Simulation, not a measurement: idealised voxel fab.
Process module in this document: voxel air gaps
Displayed cross-section: cut, width of 275 nm, square cells sized 5 nm.
Cross-section = grid of square cells, listed top down in bands; band = one or more rows.
What a band's entry tells you: where the top is and where the bottom is, as heights in nm, and after that what lies inside, material by material from left to right, each with its width in nm. Empty space is written as the word "blank", and a single material marked with the word "edge to edge" occupies the band from edge to edge.
We count height from 0. Below that, the starting wafer is all one material. The lowest band never ends at the bottom but goes on down; see "from 0 down" for how that is written.
Note: "30..40" means the width goes from the first number (top row of the band) to the second number (bottom row) in equal steps per row of cells.
"no alterations made", as given for a step, is the statement that not any cell of the cross-section underwent a change during that step.
The list in "Unvented voids" covers empty spaces of 8 cells or more that cannot reach the top through any open way, and it gives each as width x height at distance; the distance is from the left edge, and width, height and distance are in nm.
Text after the settings on a step's line: the simulator's own remark on that step.
Each step line may optionally specify "overlay nm", which for a step with a mask gives the rightward distance between the mask's planned place and where it lay, a negative value indicating the leftward direction.
Reading key. Pairs: pre-step and post-step cross-section, one process step apart; post-step view only to lowest changed band. Step between + settings: beneath pair. Runs: pairs may be from different runs of this module, same starting wafer. Continuation from pair above: only where "Status before step" entry says.

Status before step
from 0 down = Si edge to edge
Unvented voids: none

Post-Step Cross-Section
from 10 to 0 = SiO2 edge to edge
No changes below 0.
Unvented voids: none
In between the cross-sections above, the run called for CONFORMAL_DEP: material SiO2, thk nm 10

Status before step: refer to the pair immediately above; the cross-section shown after its step is the state before this one.

Post-Step Cross-Section
from 15 to 10 = SiCN edge to edge
No changes below 10.
Unvented voids: none
In between the cross-sections above, the run called for CONFORMAL_DEP: material SiCN, thk nm 5

Status before step: refer to the pair immediately above; the cross-section shown after its step is the state before this one.

Post-Step Cross-Section
from 55 to 15 = SiO2 edge to edge
No changes below 15.
Unvented voids: none
In between the cross-sections above, the run called for DIRECTIONAL_DEP: material SiO2, thk nm 40

Status before step: refer to the pair immediately above; the cross-section shown after its step is the state before this one.

Post-Step Cross-Section
from 65 to 55 = aC edge to edge
No changes below 55.
Unvented voids: none
In between the cross-sections above, the run called for DIRECTIONAL_DEP: material aC, thk nm 10

Status before step: refer to the pair immediately above; the cross-section shown after its step is the state before this one.

Post-Step Cross-Section
from 95 to 65 = 70 nm resist, 25 nm blank, 30 nm resist, 25 nm blank, 30 nm resist, 25 nm blank, 70 nm resist
No changes below 65.
Unvented voids: none
In between the cross-sections above, the run called for PATTERN: tone open, mask id LINES, material resist, width nm 25, pitch nm 55, thk nm 30, overlay nm 0

Status before step: refer to the pair immediately above; the cross-section shown after its step is the state before this one.

Post-Step Cross-Section
from 85 to 65 = 70 nm resist, 25 nm blank, 30 nm resist, 25 nm blank, 30 nm resist, 25 nm blank, 70 nm resist
from 65 to 55 = 70 nm aC, 25 nm blank, 30 nm aC, 25 nm blank, 30 nm aC, 25 nm blank, 70 nm aC
No changes below 55.
Unvented voids: none
In between the cross-sections above, the run called for DIRECTIONAL_ETCH: etch materials aC, depth nm 10

Status before step: refer to the pair immediately above; the cross-section shown after its step is the state before this one.

Post-Step Cross-Section
from 65 to 55 = 70 nm aC, 25 nm blank, 30 nm aC, 25 nm blank, 30 nm aC, 25 nm blank, 70 nm aC
No changes below 55.
Unvented voids: none
In between the cross-sections above, the run called for STRIP: etch materials resist

Status before step: refer to the pair immediately above; the cross-section shown after its step is the state before this one.

Post-Step Cross-Section
from 65 to 55 = 70 nm aC, 25 nm blank, 30 nm aC, 25 nm blank, 30 nm aC, 25 nm blank, 70 nm aC
from 55 to 15 = 70 nm SiO2, 25 nm blank, 30 nm SiO2, 25 nm blank, 30 nm SiO2, 25 nm blank, 70 nm SiO2
No changes below 15.
Unvented voids: none
In between the cross-sections above, the run called for DIRECTIONAL_ETCH: etch materials SiO2, depth nm 40

Status before step: refer to the pair immediately above; the cross-section shown after its step is the state before this one.

Post-Step Cross-Section
from 55 to 15 = 70 nm SiO2, 25 nm blank, 30 nm SiO2, 25 nm blank, 30 nm SiO2, 25 nm blank, 70 nm SiO2
No changes below 15.
Unvented voids: none
In between the cross-sections above, the run called for STRIP: etch materials aC

Status before step: refer to the pair immediately above; the cross-section shown after its step is the state before this one.

Post-Step Cross-Section
from 60 to 55 = 75 nm TiN, 15 nm blank, 40 nm TiN, 15 nm blank, 40 nm TiN, 15 nm blank, 75 nm TiN
from 55 to 20 = 70 nm SiO2, 5 nm TiN, 15 nm blank, 5 nm TiN, 30 nm SiO2, 5 nm TiN, 15 nm blank, 5 nm TiN, 30 nm SiO2, 5 nm TiN, 15 nm blank, 5 nm TiN, 70 nm SiO2
from 20 to 15 = 70 nm SiO2, 25 nm TiN, 30 nm SiO2, 25 nm TiN, 30 nm SiO2, 25 nm TiN, 70 nm SiO2
No changes below 15.
Unvented voids: none
In between the cross-sections above, the run called for CONFORMAL_DEP: material TiN, thk nm 5

Status before step: refer to the pair immediately above; the cross-section shown after its step is the state before this one.

Post-Step Cross-Section
from 70 to 60 = Ru edge to edge
from 60 to 55 = 75 nm TiN, 15 nm Ru, 40 nm TiN, 15 nm Ru, 40 nm TiN, 15 nm Ru, 75 nm TiN
from 55 to 20 = 70 nm SiO2, 5 nm TiN, 15 nm Ru, 5 nm TiN, 30 nm SiO2, 5 nm TiN, 15 nm Ru, 5 nm TiN, 30 nm SiO2, 5 nm TiN, 15 nm Ru, 5 nm TiN, 70 nm SiO2
No changes below 20.
Unvented voids: none
In between the cross-sections above, the run called for FILL_DEP: material Ru, thk nm 10

Status before step: refer to the pair immediately above; the cross-section shown after its step is the state before this one.

Post-Step Cross-Section
from 55 to 20 = 70 nm SiO2, 5 nm TiN, 15 nm Ru, 5 nm TiN, 30 nm SiO2, 5 nm TiN, 15 nm Ru, 5 nm TiN, 30 nm SiO2, 5 nm TiN, 15 nm Ru, 5 nm TiN, 70 nm SiO2
No changes below 20.
Unvented voids: none
In between the cross-sections above, the run called for CMP: height nm 55

Status before step: refer to the pair immediately above; the cross-section shown after its step is the state before this one.

Post-Step Cross-Section
from 65 to 55 = 60 nm blank, 45 nm Ru, 10 nm blank, 45 nm Ru, 10 nm blank, 45 nm Ru, 60 nm blank
No changes below 55.
Unvented voids: none
In between the cross-sections above, the run called for EPI: material Ru, thk nm 10

Status before step: refer to the pair immediately above; the cross-section shown after its step is the state before this one.

Post-Step Cross-Section
from 65 to 55 = 60 nm blank, 45 nm Ru, 10 nm blank, 45 nm Ru, 10 nm blank, 45 nm Ru, 60 nm blank
from 55 to 20 = 70 nm blank, 5 nm TiN, 15 nm Ru, 5 nm TiN, 30 nm blank, 5 nm TiN, 15 nm Ru, 5 nm TiN, 30 nm blank, 5 nm TiN, 15 nm Ru, 5 nm TiN, 70 nm blank
from 20 to 15 = 70 nm blank, 25 nm TiN, 30 nm blank, 25 nm TiN, 30 nm blank, 25 nm TiN, 70 nm blank
No changes below 15.
Unvented voids: none
In between the cross-sections above, the run called for SELECTIVE_ETCH: etch materials SiO2, depth nm 50

Status before step: refer to the pair immediately above; the cross-section shown after its step is the state before this one.

Post-Step Cross-Section
from 70 to 65 = 55 nm blank, 165 nm SiCN, 55 nm blank
from 65 to 55 = 55 nm blank, 5 nm SiCN, 45 nm Ru, 10 nm SiCN, 45 nm Ru, 10 nm SiCN, 45 nm Ru, 5 nm SiCN, 55 nm blank
from 55 to 50 = 55 nm blank, 15 nm SiCN, 5 nm TiN, 15 nm Ru, 5 nm TiN, 30 nm SiCN, 5 nm TiN, 15 nm Ru, 5 nm TiN, 30 nm SiCN, 5 nm TiN, 15 nm Ru, 5 nm TiN, 15 nm SiCN, 55 nm blank
from 50 to 20 = 65 nm blank, 5 nm SiCN, 5 nm TiN, 15 nm Ru, 5 nm TiN, 5 nm SiCN, 20 nm blank, 5 nm SiCN, 5 nm TiN, 15 nm Ru, 5 nm TiN, 5 nm SiCN, 20 nm blank, 5 nm SiCN, 5 nm TiN, 15 nm Ru, 5 nm TiN, 5 nm SiCN, 65 nm blank
from 20 to 15 = 70 nm SiCN, 25 nm TiN, 30 nm SiCN, 25 nm TiN, 30 nm SiCN, 25 nm TiN, 70 nm SiCN
No changes below 15.
Unvented voids: 20 x 30 at 100; 20 x 30 at 155
In between the cross-sections above, the run called for CONFORMAL_DEP: material SiCN, thk nm 5

Status before step
from 70 to 60 = Ru edge to edge
from 60 to 55 = 75 nm TiN, 15 nm Ru, 40 nm TiN, 15 nm Ru, 40 nm TiN, 15 nm Ru, 75 nm TiN
from 55 to 20 = 70 nm SiO2, 5 nm TiN, 15 nm Ru, 5 nm TiN, 30 nm SiO2, 5 nm TiN, 15 nm Ru, 5 nm TiN, 30 nm SiO2, 5 nm TiN, 15 nm Ru, 5 nm TiN, 70 nm SiO2
from 20 to 15 = 70 nm SiO2, 25 nm TiN, 30 nm SiO2, 25 nm TiN, 30 nm SiO2, 25 nm TiN, 70 nm SiO2
from 15 to 10 = SiCN edge to edge
from 10 to 0 = SiO2 edge to edge
from 0 down = Si edge to edge
Unvented voids: none

Post-Step Cross-Section
from 80 to 60 = Ru edge to edge
No changes below 60.
Unvented voids: none
In between the cross-sections above, the run called for EPI: material Ru, thk nm 10

Status before step: refer to the pair immediately above; the cross-section shown after its step is the state before this one.

Post-Step Cross-Section
from 85 to 80 = SiCN edge to edge
No changes below 80.
Unvented voids: none
In between the cross-sections above, the run called for CONFORMAL_DEP: material SiCN, thk nm 5

Status before step
from 65 to 55 = 60 nm blank, 45 nm Ru, 10 nm blank, 45 nm Ru, 10 nm blank, 45 nm Ru, 60 nm blank
from 55 to 20 = 70 nm SiO2, 5 nm TiN, 15 nm Ru, 5 nm TiN, 30 nm SiO2, 5 nm TiN, 15 nm Ru, 5 nm TiN, 30 nm SiO2, 5 nm TiN, 15 nm Ru, 5 nm TiN, 70 nm SiO2
from 20 to 15 = 70 nm SiO2, 25 nm TiN, 30 nm SiO2, 25 nm TiN, 30 nm SiO2, 25 nm TiN, 70 nm SiO2
from 15 to 10 = SiCN edge to edge
from 10 to 0 = SiO2 edge to edge
from 0 down = Si edge to edge
Unvented voids: none

Post-Step Cross-Section
from 75 to 55 = 50 nm blank, 175 nm Ru, 50 nm blank
No changes below 55.
Unvented voids: none
In between the cross-sections above, the run called for EPI: material Ru, thk nm 10

Status before step: refer to the pair immediately above; the cross-section shown after its step is the state before this one.

Post-Step Cross-Section
from 75 to 55 = 50 nm blank, 175 nm Ru, 50 nm blank
from 55 to 20 = 70 nm blank, 5 nm TiN, 15 nm Ru, 5 nm TiN, 30 nm SiO2, 5 nm TiN, 15 nm Ru, 5 nm TiN, 30 nm SiO2, 5 nm TiN, 15 nm Ru, 5 nm TiN, 70 nm blank
from 20 to 15 = 70 nm blank, 25 nm TiN, 30 nm SiO2, 25 nm TiN, 30 nm SiO2, 25 nm TiN, 70 nm blank
No changes below 15.
Unvented voids: none
In between the cross-sections above, the run called for SELECTIVE_ETCH: etch materials SiO2, depth nm 50

Status before step: refer to the pair immediately above; the cross-section shown after its step is the state before this one.

Post-Step Cross-Section
from 80 to 75 = 45 nm blank, 185 nm SiCN, 45 nm blank
from 75 to 55 = 45 nm blank, 5 nm SiCN, 175 nm Ru, 5 nm SiCN, 45 nm blank
from 55 to 50 = 45 nm blank, 25 nm SiCN, 5 nm TiN, 15 nm Ru, 5 nm TiN, 30 nm SiO2, 5 nm TiN, 15 nm Ru, 5 nm TiN, 30 nm SiO2, 5 nm TiN, 15 nm Ru, 5 nm TiN, 25 nm SiCN, 45 nm blank
from 50 to 20 = 65 nm blank, 5 nm SiCN, 5 nm TiN, 15 nm Ru, 5 nm TiN, 30 nm SiO2, 5 nm TiN, 15 nm Ru, 5 nm TiN, 30 nm SiO2, 5 nm TiN, 15 nm Ru, 5 nm TiN, 5 nm SiCN, 65 nm blank
from 20 to 15 = 70 nm SiCN, 25 nm TiN, 30 nm SiO2, 25 nm TiN, 30 nm SiO2, 25 nm TiN, 70 nm SiCN
No changes below 15.
Unvented voids: none
In between the cross-sections above, the run called for CONFORMAL_DEP: material SiCN, thk nm 5

Status before step
from 10 to 0 = SiO2 edge to edge
from 0 down = Si edge to edge
Unvented voids: none

Post-Step Cross-Section
from 50 to 0 = SiO2 edge to edge
No changes below 0.
Unvented voids: none
In between the cross-sections above, the run called for DIRECTIONAL_DEP: material SiO2, thk nm 40

Status before step: refer to the pair immediately above; the cross-section shown after its step is the state before this one.

Post-Step Cross-Section
from 55 to 50 = SiCN edge to edge
No changes below 50.
Unvented voids: none
In between the cross-sections above, the run called for CONFORMAL_DEP: material SiCN, thk nm 5

Status before step: refer to the pair immediately above; the cross-section shown after its step is the state before this one.

Post-Step Cross-Section
from 65 to 55 = aC edge to edge
No changes below 55.
Unvented voids: none
In between the cross-sections above, the run called for DIRECTIONAL_DEP: material aC, thk nm 10

Status before step: refer to the pair immediately above; the cross-section shown after its step is the state before this one.

Post-Step Cross-Section
from 95 to 65 = 70 nm resist, 25 nm blank, 30 nm resist, 25 nm blank, 30 nm resist, 25 nm blank, 70 nm resist
No changes below 65.
Unvented voids: none
In between the cross-sections above, the run called for PATTERN: tone open, mask id LINES, material resist, width nm 25, pitch nm 55, thk nm 30, overlay nm 0

Status before step: refer to the pair immediately above; the cross-section shown after its step is the state before this one.

Post-Step Cross-Section
from 85 to 65 = 70 nm resist, 25 nm blank, 30 nm resist, 25 nm blank, 30 nm resist, 25 nm blank, 70 nm resist
from 65 to 55 = 70 nm aC, 25 nm blank, 30 nm aC, 25 nm blank, 30 nm aC, 25 nm blank, 70 nm aC
No changes below 55.
Unvented voids: none
In between the cross-sections above, the run called for DIRECTIONAL_ETCH: etch materials aC, depth nm 10

Status before step: refer to the pair immediately above; the cross-section shown after its step is the state before this one.

Post-Step Cross-Section
from 65 to 55 = 70 nm aC, 25 nm blank, 30 nm aC, 25 nm blank, 30 nm aC, 25 nm blank, 70 nm aC
No changes below 55.
Unvented voids: none
In between the cross-sections above, the run called for STRIP: etch materials resist

Status before step: refer to the pair immediately above; the cross-section shown after its step is the state before this one.

Post-Step Cross-Section
from 55 to 50 = SiCN edge to edge
No changes below 50.
Unvented voids: none
In between the cross-sections above, the run called for STRIP: etch materials aC

Status before step: refer to the pair immediately above; the cross-section shown after its step is the state before this one.

Post-Step Cross-Section
from 60 to 55 = TiN edge to edge
No changes below 55.
Unvented voids: none
In between the cross-sections above, the run called for CONFORMAL_DEP: material TiN, thk nm 5

Status before step: refer to the pair immediately above; the cross-section shown after its step is the state before this one.

Post-Step Cross-Section
from 70 to 60 = Ru edge to edge
No changes below 60.
Unvented voids: none
In between the cross-sections above, the run called for FILL_DEP: material Ru, thk nm 10

Status before step: refer to the pair immediately above; the cross-section shown after its step is the state before this one.

Post-Step Cross-Section
from 55 to 50 = SiCN edge to edge
No changes below 50.
Unvented voids: none
In between the cross-sections above, the run called for CMP: height nm 55

Status before step: refer to the pair immediately above; the cross-section shown after its step is the state before this one.

Post-Step Cross-Section
from 60 to 50 = SiCN edge to edge
No changes below 50.
Unvented voids: none
In between the cross-sections above, the run called for CONFORMAL_DEP: material SiCN, thk nm 5

Status before step
from 15 to 10 = SiCN edge to edge
from 10 to 0 = SiO2 edge to edge
from 0 down = Si edge to edge
Unvented voids: none

Post-Step Cross-Section
from 50 to 15 = SiO2 edge to edge
No changes below 15.
Unvented voids: none
In between the cross-sections above, the run called for DIRECTIONAL_DEP: material SiO2, thk nm 35

Status before step: refer to the pair immediately above; the cross-section shown after its step is the state before this one.

Post-Step Cross-Section
from 60 to 50 = aC edge to edge
No changes below 50.
Unvented voids: none
In between the cross-sections above, the run called for DIRECTIONAL_DEP: material aC, thk nm 10

Status before step: refer to the pair immediately above; the cross-section shown after its step is the state before this one.

Post-Step Cross-Section
from 90 to 60 = 70 nm resist, 25 nm blank, 30 nm resist, 25 nm blank, 30 nm resist, 25 nm blank, 70 nm resist
No changes below 60.
Unvented voids: none
In between the cross-sections above, the run called for PATTERN: tone open, mask id LINES, material resist, width nm 25, pitch nm 55, thk nm 30, overlay nm 0

Status before step: refer to the pair immediately above; the cross-section shown after its step is the state before this one.

Post-Step Cross-Section
from 80 to 60 = 70 nm resist, 25 nm blank, 30 nm resist, 25 nm blank, 30 nm resist, 25 nm blank, 70 nm resist
from 60 to 50 = 70 nm aC, 25 nm blank, 30 nm aC, 25 nm blank, 30 nm aC, 25 nm blank, 70 nm aC
No changes below 50.
Unvented voids: none
In between the cross-sections above, the run called for DIRECTIONAL_ETCH: etch materials aC, depth nm 10

Status before step: refer to the pair immediately above; the cross-section shown after its step is the state before this one.

Post-Step Cross-Section
from 60 to 50 = 70 nm aC, 25 nm blank, 30 nm aC, 25 nm blank, 30 nm aC, 25 nm blank, 70 nm aC
No changes below 50.
Unvented voids: none
In between the cross-sections above, the run called for STRIP: etch materials resist

Status before step: refer to the pair immediately above; the cross-section shown after its step is the state before this one.

Post-Step Cross-Section
from 60 to 50 = 70 nm aC, 25 nm blank, 30 nm aC, 25 nm blank, 30 nm aC, 25 nm blank, 70 nm aC
from 50 to 15 = 70 nm SiO2, 25 nm blank, 30 nm SiO2, 25 nm blank, 30 nm SiO2, 25 nm blank, 70 nm SiO2
No changes below 15.
Unvented voids: none
In between the cross-sections above, the run called for DIRECTIONAL_ETCH: etch materials SiO2, depth nm 40

Status before step: refer to the pair immediately above; the cross-section shown after its step is the state before this one.

Post-Step Cross-Section
from 50 to 15 = 70 nm SiO2, 25 nm blank, 30 nm SiO2, 25 nm blank, 30 nm SiO2, 25 nm blank, 70 nm SiO2
No changes below 15.
Unvented voids: none
In between the cross-sections above, the run called for STRIP: etch materials aC

Status before step: refer to the pair immediately above; the cross-section shown after its step is the state before this one.

Post-Step Cross-Section
from 55 to 50 = 75 nm TiN, 15 nm blank, 40 nm TiN, 15 nm blank, 40 nm TiN, 15 nm blank, 75 nm TiN
from 50 to 20 = 70 nm SiO2, 5 nm TiN, 15 nm blank, 5 nm TiN, 30 nm SiO2, 5 nm TiN, 15 nm blank, 5 nm TiN, 30 nm SiO2, 5 nm TiN, 15 nm blank, 5 nm TiN, 70 nm SiO2
from 20 to 15 = 70 nm SiO2, 25 nm TiN, 30 nm SiO2, 25 nm TiN, 30 nm SiO2, 25 nm TiN, 70 nm SiO2
No changes below 15.
Unvented voids: none
In between the cross-sections above, the run called for CONFORMAL_DEP: material TiN, thk nm 5

Status before step: refer to the pair immediately above; the cross-section shown after its step is the state before this one.

Post-Step Cross-Section
from 65 to 55 = Ru edge to edge
from 55 to 50 = 75 nm TiN, 15 nm Ru, 40 nm TiN, 15 nm Ru, 40 nm TiN, 15 nm Ru, 75 nm TiN
from 50 to 20 = 70 nm SiO2, 5 nm TiN, 15 nm Ru, 5 nm TiN, 30 nm SiO2, 5 nm TiN, 15 nm Ru, 5 nm TiN, 30 nm SiO2, 5 nm TiN, 15 nm Ru, 5 nm TiN, 70 nm SiO2
No changes below 20.
Unvented voids: none
In between the cross-sections above, the run called for FILL_DEP: material Ru, thk nm 10

Status before step: refer to the pair immediately above; the cross-section shown after its step is the state before this one.

Post-Step Cross-Section
from 55 to 50 = 75 nm TiN, 15 nm Ru, 40 nm TiN, 15 nm Ru, 40 nm TiN, 15 nm Ru, 75 nm TiN
No changes below 50.
Unvented voids: none
In between the cross-sections above, the run called for CMP: height nm 55

Status before step: refer to the pair immediately above; the cross-section shown after its step is the state before this one.

Post-Step Cross-Section
from 65 to 55 = Ru edge to edge
No changes below 55.
Unvented voids: none
In between the cross-sections above, the run called for EPI: material Ru, thk nm 10

Status before step: refer to the pair immediately above; the cross-section shown after its step is the state before this one.

Post-Step Cross-Section
from 70 to 65 = SiCN edge to edge
No changes below 65.
Unvented voids: none
In between the cross-sections above, the run called for CONFORMAL_DEP: material SiCN, thk nm 5

Status before step
from 65 to 55 = aC edge to edge
from 55 to 15 = SiO2 edge to edge
from 15 to 10 = SiCN edge to edge
from 10 to 0 = SiO2 edge to edge
from 0 down = Si edge to edge
Unvented voids: none

Post-Step Cross-Section
from 95 to 65 = 70 nm resist, 30 nm blank, 25 nm resist, 30 nm blank, 25 nm resist, 30 nm blank, 65 nm resist
No changes below 65.
Unvented voids: none
In between the cross-sections above, the run called for PATTERN: tone open, mask id LINES, material resist, width nm 30, pitch nm 55, thk nm 30, overlay nm 0

Status before step: refer to the pair immediately above; the cross-section shown after its step is the state before this one.

Post-Step Cross-Section
from 85 to 65 = 70 nm resist, 30 nm blank, 25 nm resist, 30 nm blank, 25 nm resist, 30 nm blank, 65 nm resist
from 65 to 55 = 70 nm aC, 30 nm blank, 25 nm aC, 30 nm blank, 25 nm aC, 30 nm blank, 65 nm aC
No changes below 55.
Unvented voids: none
In between the cross-sections above, the run called for DIRECTIONAL_ETCH: etch materials aC, depth nm 10

Status before step: refer to the pair immediately above; the cross-section shown after its step is the state before this one.

Post-Step Cross-Section
from 65 to 55 = 70 nm aC, 30 nm blank, 25 nm aC, 30 nm blank, 25 nm aC, 30 nm blank, 65 nm aC
No changes below 55.
Unvented voids: none
In between the cross-sections above, the run called for STRIP: etch materials resist

Status before step: refer to the pair immediately above; the cross-section shown after its step is the state before this one.

Post-Step Cross-Section
from 65 to 55 = 70 nm aC, 30 nm blank, 25 nm aC, 30 nm blank, 25 nm aC, 30 nm blank, 65 nm aC
from 55 to 15 = 70 nm SiO2, 30 nm blank, 25 nm SiO2, 30 nm blank, 25 nm SiO2, 30 nm blank, 65 nm SiO2
No changes below 15.
Unvented voids: none
In between the cross-sections above, the run called for DIRECTIONAL_ETCH: etch materials SiO2, depth nm 40

Status before step: refer to the pair immediately above; the cross-section shown after its step is the state before this one.

Post-Step Cross-Section
from 55 to 15 = 70 nm SiO2, 30 nm blank, 25 nm SiO2, 30 nm blank, 25 nm SiO2, 30 nm blank, 65 nm SiO2
No changes below 15.
Unvented voids: none
In between the cross-sections above, the run called for STRIP: etch materials aC

Status before step: refer to the pair immediately above; the cross-section shown after its step is the state before this one.

Post-Step Cross-Section
from 60 to 55 = 75 nm TiN, 20 nm blank, 35 nm TiN, 20 nm blank, 35 nm TiN, 20 nm blank, 70 nm TiN
from 55 to 20 = 70 nm SiO2, 5 nm TiN, 20 nm blank, 5 nm TiN, 25 nm SiO2, 5 nm TiN, 20 nm blank, 5 nm TiN, 25 nm SiO2, 5 nm TiN, 20 nm blank, 5 nm TiN, 65 nm SiO2
from 20 to 15 = 70 nm SiO2, 30 nm TiN, 25 nm SiO2, 30 nm TiN, 25 nm SiO2, 30 nm TiN, 65 nm SiO2
No changes below 15.
Unvented voids: none
In between the cross-sections above, the run called for CONFORMAL_DEP: material TiN, thk nm 5

Status before step: refer to the pair immediately above; the cross-section shown after its step is the state before this one.

Post-Step Cross-Section
from 70 to 60 = Ru edge to edge
from 60 to 55 = 75 nm TiN, 20 nm Ru, 35 nm TiN, 20 nm Ru, 35 nm TiN, 20 nm Ru, 70 nm TiN
from 55 to 20 = 70 nm SiO2, 5 nm TiN, 20 nm Ru, 5 nm TiN, 25 nm SiO2, 5 nm TiN, 20 nm Ru, 5 nm TiN, 25 nm SiO2, 5 nm TiN, 20 nm Ru, 5 nm TiN, 65 nm SiO2
No changes below 20.
Unvented voids: none
In between the cross-sections above, the run called for FILL_DEP: material Ru, thk nm 10

Status before step: refer to the pair immediately above; the cross-section shown after its step is the state before this one.

Post-Step Cross-Section
from 55 to 20 = 70 nm SiO2, 5 nm TiN, 20 nm Ru, 5 nm TiN, 25 nm SiO2, 5 nm TiN, 20 nm Ru, 5 nm TiN, 25 nm SiO2, 5 nm TiN, 20 nm Ru, 5 nm TiN, 65 nm SiO2
No changes below 20.
Unvented voids: none
In between the cross-sections above, the run called for CMP: height nm 55

Status before step: refer to the pair immediately above; the cross-section shown after its step is the state before this one.

Post-Step Cross-Section
from 65 to 55 = 60 nm blank, 50 nm Ru, 5 nm blank, 50 nm Ru, 5 nm blank, 50 nm Ru, 55 nm blank
No changes below 55.
Unvented voids: none
In between the cross-sections above, the run called for EPI: material Ru, thk nm 10

Status before step: refer to the pair immediately above; the cross-section shown after its step is the state before this one.

Post-Step Cross-Section
from 65 to 55 = 60 nm blank, 50 nm Ru, 5 nm blank, 50 nm Ru, 5 nm blank, 50 nm Ru, 55 nm blank
from 55 to 20 = 70 nm blank, 5 nm TiN, 20 nm Ru, 5 nm TiN, 25 nm blank, 5 nm TiN, 20 nm Ru, 5 nm TiN, 25 nm blank, 5 nm TiN, 20 nm Ru, 5 nm TiN, 65 nm blank
from 20 to 15 = 70 nm blank, 30 nm TiN, 25 nm blank, 30 nm TiN, 25 nm blank, 30 nm TiN, 65 nm blank
No changes below 15.
Unvented voids: none
In between the cross-sections above, the run called for SELECTIVE_ETCH: etch materials SiO2, depth nm 50

Status before step: refer to the pair immediately above; the cross-section shown after its step is the state before this one.

Post-Step Cross-Section
from 70 to 65 = 55 nm blank, 170 nm SiCN, 50 nm blank
from 65 to 55 = 55 nm blank, 5 nm SiCN, 50 nm Ru, 5 nm SiCN, 50 nm Ru, 5 nm SiCN, 50 nm Ru, 5 nm SiCN, 50 nm blank
from 55 to 50 = 55 nm blank, 15 nm SiCN, 5 nm TiN, 20 nm Ru, 5 nm TiN, 25 nm SiCN, 5 nm TiN, 20 nm Ru, 5 nm TiN, 25 nm SiCN, 5 nm TiN, 20 nm Ru, 5 nm TiN, 15 nm SiCN, 50 nm blank
from 50 to 20 = 65 nm blank, 5 nm SiCN, 5 nm TiN, 20 nm Ru, 5 nm TiN, 5 nm SiCN, 15 nm blank, 5 nm SiCN, 5 nm TiN, 20 nm Ru, 5 nm TiN, 5 nm SiCN, 15 nm blank, 5 nm SiCN, 5 nm TiN, 20 nm Ru, 5 nm TiN, 5 nm SiCN, 60 nm blank
from 20 to 15 = 70 nm SiCN, 30 nm TiN, 25 nm SiCN, 30 nm TiN, 25 nm SiCN, 30 nm TiN, 65 nm SiCN
No changes below 15.
Unvented voids: 15 x 30 at 105; 15 x 30 at 160
In between the cross-sections above, the run called for CONFORMAL_DEP: material SiCN, thk nm 5

Status before step
from 65 to 55 = aC edge to edge
from 55 to 15 = SiO2 edge to edge
from 15 to 10 = SiCN edge to edge
from 10 to 0 = SiO2 edge to edge
from 0 down = Si edge to edge
Unvented voids: none

Post-Step Cross-Section
from 95 to 65 = 60 nm resist, 25 nm blank, 30 nm resist, 25 nm blank, 30 nm resist, 25 nm blank, 80 nm resist
No changes below 65.
Unvented voids: none
In between the cross-sections above, the run called for PATTERN: tone open, mask id LINES, material resist, width nm 25, pitch nm 55, thk nm 30, overlay nm -10

Status before step: refer to the pair immediately above; the cross-section shown after its step is the state before this one.

Post-Step Cross-Section
from 85 to 65 = 60 nm resist, 25 nm blank, 30 nm resist, 25 nm blank, 30 nm resist, 25 nm blank, 80 nm resist
from 65 to 55 = 60 nm aC, 25 nm blank, 30 nm aC, 25 nm blank, 30 nm aC, 25 nm blank, 80 nm aC
No changes below 55.
Unvented voids: none
In between the cross-sections above, the run called for DIRECTIONAL_ETCH: etch materials aC, depth nm 10

Status before step: refer to the pair immediately above; the cross-section shown after its step is the state before this one.

Post-Step Cross-Section
from 65 to 55 = 60 nm aC, 25 nm blank, 30 nm aC, 25 nm blank, 30 nm aC, 25 nm blank, 80 nm aC
No changes below 55.
Unvented voids: none
In between the cross-sections above, the run called for STRIP: etch materials resist

Status before step: refer to the pair immediately above; the cross-section shown after its step is the state before this one.

Post-Step Cross-Section
from 65 to 55 = 60 nm aC, 25 nm blank, 30 nm aC, 25 nm blank, 30 nm aC, 25 nm blank, 80 nm aC
from 55 to 15 = 60 nm SiO2, 25 nm blank, 30 nm SiO2, 25 nm blank, 30 nm SiO2, 25 nm blank, 80 nm SiO2
No changes below 15.
Unvented voids: none
In between the cross-sections above, the run called for DIRECTIONAL_ETCH: etch materials SiO2, depth nm 40

Status before step: refer to the pair immediately above; the cross-section shown after its step is the state before this one.

Post-Step Cross-Section
from 55 to 15 = 60 nm SiO2, 25 nm blank, 30 nm SiO2, 25 nm blank, 30 nm SiO2, 25 nm blank, 80 nm SiO2
No changes below 15.
Unvented voids: none
In between the cross-sections above, the run called for STRIP: etch materials aC

Status before step: refer to the pair immediately above; the cross-section shown after its step is the state before this one.

Post-Step Cross-Section
from 60 to 55 = 65 nm TiN, 15 nm blank, 40 nm TiN, 15 nm blank, 40 nm TiN, 15 nm blank, 85 nm TiN
from 55 to 20 = 60 nm SiO2, 5 nm TiN, 15 nm blank, 5 nm TiN, 30 nm SiO2, 5 nm TiN, 15 nm blank, 5 nm TiN, 30 nm SiO2, 5 nm TiN, 15 nm blank, 5 nm TiN, 80 nm SiO2
from 20 to 15 = 60 nm SiO2, 25 nm TiN, 30 nm SiO2, 25 nm TiN, 30 nm SiO2, 25 nm TiN, 80 nm SiO2
No changes below 15.
Unvented voids: none
In between the cross-sections above, the run called for CONFORMAL_DEP: material TiN, thk nm 5

Status before step: refer to the pair immediately above; the cross-section shown after its step is the state before this one.

Post-Step Cross-Section
from 70 to 60 = Ru edge to edge
from 60 to 55 = 65 nm TiN, 15 nm Ru, 40 nm TiN, 15 nm Ru, 40 nm TiN, 15 nm Ru, 85 nm TiN
from 55 to 20 = 60 nm SiO2, 5 nm TiN, 15 nm Ru, 5 nm TiN, 30 nm SiO2, 5 nm TiN, 15 nm Ru, 5 nm TiN, 30 nm SiO2, 5 nm TiN, 15 nm Ru, 5 nm TiN, 80 nm SiO2
No changes below 20.
Unvented voids: none
In between the cross-sections above, the run called for FILL_DEP: material Ru, thk nm 10

Status before step: refer to the pair immediately above; the cross-section shown after its step is the state before this one.

Post-Step Cross-Section
from 55 to 20 = 60 nm SiO2, 5 nm TiN, 15 nm Ru, 5 nm TiN, 30 nm SiO2, 5 nm TiN, 15 nm Ru, 5 nm TiN, 30 nm SiO2, 5 nm TiN, 15 nm Ru, 5 nm TiN, 80 nm SiO2
No changes below 20.
Unvented voids: none
In between the cross-sections above, the run called for CMP: height nm 55

Status before step: refer to the pair immediately above; the cross-section shown after its step is the state before this one.

Post-Step Cross-Section
from 65 to 55 = 50 nm blank, 45 nm Ru, 10 nm blank, 45 nm Ru, 10 nm blank, 45 nm Ru, 70 nm blank
No changes below 55.
Unvented voids: none
In between the cross-sections above, the run called for EPI: material Ru, thk nm 10
